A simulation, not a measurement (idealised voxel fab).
This is a process module. Its name is voxel fin reveal.
For reference, the cross-section in this document is cut, with width 275 nm and square cells of 5 nm.
Notation: cross-section as square-cell grid; stated in bands, top first, going down; one or more cell rows per band. Heads up on the band format: heights come first, top then bottom, in nm. After that it's the materials left to right, each with its width in nm. A single material flagged "throughout" fills the whole band edge to edge, and "air" means there's empty space there. Heights are expressed relative to 0, this being the level below which the as-received wafer comprises one material exclusively. The lowest band is unbounded in the downward direction and is denoted as in "0..down". The notation "30->40" denotes a width that varies across the rows of cells in the band, beginning at the first number in the top row, finishing at the second number in the bottom row, and changing by an identical amount from each row to the next. Step note "everything unchanged" = no cross-section cell changed. If an empty space has no open way to the top and is at least 8 cells in size, "Listed closed voids" lists it, written width x height at distance, where distance is measured from the left edge and every value is in nm. Post-settings text on a step line: simulator's own remark regarding the step. overlay nm, on a step with a mask: how far to the right of its planned place the mask lay; to the left if negative.
**Steps planned for the process**
step 1: op RECEIVE | material Si
step 2: op CONFORMAL_DEP | material SiN | thk nm 5
step 3: op DIRECTIONAL_DEP | material aC | thk nm 10
step 4: op PATTERN | tone cover | mask id FINS | material resist | width nm 15 | pitch nm 35 | thk nm 25 | overlay nm 0
step 5: op DIRECTIONAL_ETCH | etch materials aC | depth nm 10
step 6: op STRIP | etch materials resist
step 7: op DIRECTIONAL_ETCH | etch materials SiN | depth nm 5
step 8: op DIRECTIONAL_ETCH | etch materials Si | depth nm 35
step 9: op STRIP | etch materials aC
step 10: op FILL_DEP | material SiO2 | thk nm 5
step 11: op CMP | height nm 5
step 12: op SELECTIVE_ETCH | etch materials SiO2 | depth nm 15
step 13: op STRIP | etch materials SiN
step 14: op CONFORMAL_DEP | material SiO2 | thk nm 5
**Wafer cross-section on receipt, i.e. after step 1**
> 0..down | Si throughout
> Listed closed voids: none
**Cross-section, end of module. Start: as above. Plan: as above. Execution: one mistake**
> 0..-10 | 95 nm air  15 nm Si  20 nm air  15 nm Si  20 nm air  15 nm Si  95 nm air
> -10..-35 | 95 nm SiO2  15 nm Si  20 nm SiO2  15 nm Si  20 nm SiO2  15 nm Si  95 nm SiO2
> -35..down | Si throughout
> Listed closed voids: none
Error vs. plan: the plan's step 14 was left out and never carried out
